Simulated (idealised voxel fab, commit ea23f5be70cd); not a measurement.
voxel released beams: a process module
We display cut, a cross-section 210 nm in width whose square cells are each 5 nm.
Cross-section, as written here: a square-cell grid given band by band from the top down, where a band holds one or more rows of cells. Top height, bottom height, nm. Materials left to right, width each, nm. Single material + "everywhere" = fills band edge to edge. "air" = empty. Heights are expressed relative to 0, this being the level below which the as-received wafer comprises one material exclusively. The lowest band is unbounded in the downward direction and is denoted as in "0 nm and below". Width spec "30 to 40" -> top row of cells at first value, bottom row at second value, equal per-row change in between. For the purposes of this document, the phrase "remained unchanged" attached to a step denotes that no cell within the cross-section was modified by that step. In the "Sealed-off cavities" entry, you get each enclosed empty space of 8 cells or more, one with no open way to the top, written width x height at distance, distance from the left edge, in nm. Text after the settings on a step's line: the simulator's own remark on that step. Regarding "overlay nm": on a step with a mask, it is the distance the mask lay to the right of its planned place; a negative value places it to the left.

Planned step list for the process:
1) RECEIVE [material Si]
2) CONFORMAL_DEP [material SiN] [thk nm 10]
3) DIRECTIONAL_DEP [material SiO2] [thk nm 10]
4) PATTERN [tone open] [mask id ANCHOR] [material resist] [width nm 45] [thk nm 20] [overlay nm 0]
5) DIRECTIONAL_ETCH [etch materials SiO2] [depth nm 10]
6) STRIP [etch materials resist]
7) CONFORMAL_DEP [material W] [thk nm 15]
8) PATTERN [tone cover] [mask id BEAM] [material resist] [width nm 115] [thk nm 15] [overlay nm 0]
9) DIRECTIONAL_ETCH [etch materials W] [depth nm 15]
10) STRIP [etch materials resist]
11) STRIP [etch materials SiO2]

Cross-section, incoming material, after step 1:
  0 nm and below | Si everywhere
  Sealed-off cavities: none

Cross-sectional image of the first of two wafers at the end of the module, the run having proceeded as planned:
  35 nm to 25 nm | 45 of air, then 20 of W, then 15 of air, then 80 of W, then 50 of air
  25 nm to 20 nm | 45 of air, then 115 of W, then 50 of air
  20 nm to 10 nm | 50 of air, then 45 of W, then 115 of air
  10 nm to 0 nm | SiN everywhere
  0 nm and below | Si everywhere
  Sealed-off cavities: none

The second wafer, shown in cross-section after the module: started the same way as the first and given the same plan, yet one mistake crept into how it was run:
  35 nm to 25 nm | 45 of air, then 65 of W, then 100 of air
  25 nm to 20 nm | 45 of air, then 115 of W, then 50 of air
  20 nm to 10 nm | 35 of air, then 15 of W, then 45 of SiO2, then 65 of W, then 50 of air
  10 nm to 0 nm | SiN everywhere
  0 nm and below | Si everywhere
  Sealed-off cavities: none
Deviation from plan: step 4 was processed under conditions differing from the plan, specifically as PATTERN [tone cover] [mask id ANCHOR] [material resist] [width nm 45] [thk nm 20] [overlay nm 0]
Count the cells at the end and the second wafer has more or fewer of some materials than the first: +18 SiO2
